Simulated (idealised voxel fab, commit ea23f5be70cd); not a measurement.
This is a process module. Its name is voxel self aligned vias.
Pictured: cross-section cut, 205 nm wide, on a grid of 5 nm square cells.
Notation: cross-section as square-cell grid; stated in bands, top first, going down; one or more cell rows per band. The band entry comprises the height of the band's top followed by the height of its bottom, expressed in nm, and subsequently the band's materials from left to right, each stated together with its width in nm. Where a single material is marked with the word "full width", that material fills the band from edge to edge. The word "empty" represents empty space. Ref level 0: as-received wafer is one material below here. Bottom band extends down with no lower bound ("top 0, no bottom"). Graded width ("30 to 40"): value in top row of band = first number; value in bottom row = second number; row-to-row change constant. "no change" after a step means that no cell of the cross-section changed. The label "Closed void entries" introduces a list of the empty spaces, 8 cells or larger, that have no open way up to the top; each entry in it reads width x height at distance, where the distance is taken from the left edge and all three are stated in nm. Text after the settings on a step's line: the simulator's own remark on that step. When a step includes a mask, the "overlay nm" setting on its line states how far to the right of its planned place that mask lay, and negative values state how far to the left.

# This section lists the process steps that were planned
1 op RECEIVE | material Si
2 op CONFORMAL_DEP | material SiO2 | thk nm 10
3 op CONFORMAL_DEP | material SiCN | thk nm 5
4 op DIRECTIONAL_DEP | material lowk | thk nm 20
5 op DIRECTIONAL_DEP | material aC | thk nm 10
6 op PATTERN | tone open | mask id LINES | material resist | width nm 30 | pitch nm 80 | thk nm 30 | overlay nm 0
7 op DIRECTIONAL_ETCH | etch materials aC | depth nm 10
8 op STRIP | etch materials resist
9 op DIRECTIONAL_ETCH | etch materials lowk | depth nm 20
10 op STRIP | etch materials aC
11 op CONFORMAL_DEP | material TiN | thk nm 5
12 op FILL_DEP | material Ru | thk nm 5
13 op CMP | height nm 35
14 op SELECTIVE_ETCH | etch materials W Ru TiN | depth nm 10
15 op FILL_DEP | material SiN | thk nm 10
16 op CMP | height nm 35
17 op DIRECTIONAL_DEP | material lowk | thk nm 15
18 op DIRECTIONAL_DEP | material aC | thk nm 10
19 op PATTERN | tone open | mask id VIAS | material resist | width nm 50 | thk nm 30 | overlay nm 0
20 op DIRECTIONAL_ETCH | etch materials aC | depth nm 10
21 op STRIP | etch materials resist
22 op DIRECTIONAL_ETCH | etch materials lowk | depth nm 15
23 op DIRECTIONAL_ETCH | etch materials SiN | depth nm 10
24 op STRIP | etch materials aC
25 op CONFORMAL_DEP | material TiN | thk nm 5
26 op FILL_DEP | material W | thk nm 10
27 op CMP | height nm 50
28 op CONFORMAL_DEP | material SiN | thk nm 5

# This is the cross-section of the wafer as we received it, i.e. after step 1
* top 0, no bottom  Si full width
* Closed void entries: none

# Cross-section: first of two wafers, module finished, run according to plan
* top 55, bottom 50  SiN full width
* top 50, bottom 40  35 nm lowk, then 5 nm TiN, then 40 nm W, then 5 nm TiN, then 120 nm lowk
* top 40, bottom 35  35 nm lowk, then 15 nm TiN, then 20 nm W, then 15 nm TiN, then 120 nm lowk
* top 35, bottom 30  45 nm lowk, then 5 nm TiN, then 20 nm W, then 5 nm TiN, then 50 nm lowk, then 30 nm SiN, then 50 nm lowk
* top 30, bottom 25  45 nm lowk, then 30 nm TiN, then 50 nm lowk, then 30 nm SiN, then 50 nm lowk
* top 25, bottom 20  45 nm lowk, then 5 nm TiN, then 20 nm Ru, then 5 nm TiN, then 50 nm lowk, then 5 nm TiN, then 20 nm Ru, then 5 nm TiN, then 50 nm lowk
* top 20, bottom 15  45 nm lowk, then 30 nm TiN, then 50 nm lowk, then 30 nm TiN, then 50 nm lowk
* top 15, bottom 10  SiCN full width
* top 10, bottom 0  SiO2 full width
* top 0, no bottom  Si full width
* Closed void entries: none

# Cross-sectional view: second of two wafers, end of module; start and plan identical to the first, one mistake in running
* top 55, bottom 50  SiN full width
* top 50, bottom 40  35 nm lowk, then 5 nm TiN, then 45 nm W, then 5 nm TiN, then 115 nm lowk
* top 40, bottom 35  35 nm lowk, then 15 nm TiN, then 20 nm W, then 20 nm TiN, then 115 nm lowk
* top 35, bottom 30  45 nm lowk, then 5 nm TiN, then 20 nm W, then 5 nm TiN, then 50 nm lowk, then 30 nm SiN, then 50 nm lowk
* top 30, bottom 25  45 nm lowk, then 30 nm TiN, then 50 nm lowk, then 30 nm SiN, then 50 nm lowk
* top 25, bottom 20  45 nm lowk, then 5 nm TiN, then 20 nm Ru, then 5 nm TiN, then 50 nm lowk, then 5 nm TiN, then 20 nm Ru, then 5 nm TiN, then 50 nm lowk
* top 20, bottom 15  45 nm lowk, then 30 nm TiN, then 50 nm lowk, then 30 nm TiN, then 50 nm lowk
* top 15, bottom 10  SiCN full width
* top 10, bottom 0  SiO2 full width
* top 0, no bottom  Si full width
* Closed void entries: none
Deviation noted in wafer processing: step 19 ran with different settings than intended, the actual operation and settings being op PATTERN | tone open | mask id VIAS | material resist | width nm 55 | thk nm 30 | overlay nm 0
It is noted that, at the conclusion of processing, the second wafer exhibits a higher or lower cell count for certain materials relative to the first: TiN: 1 more | W: 2 more | lowk: 3 fewer
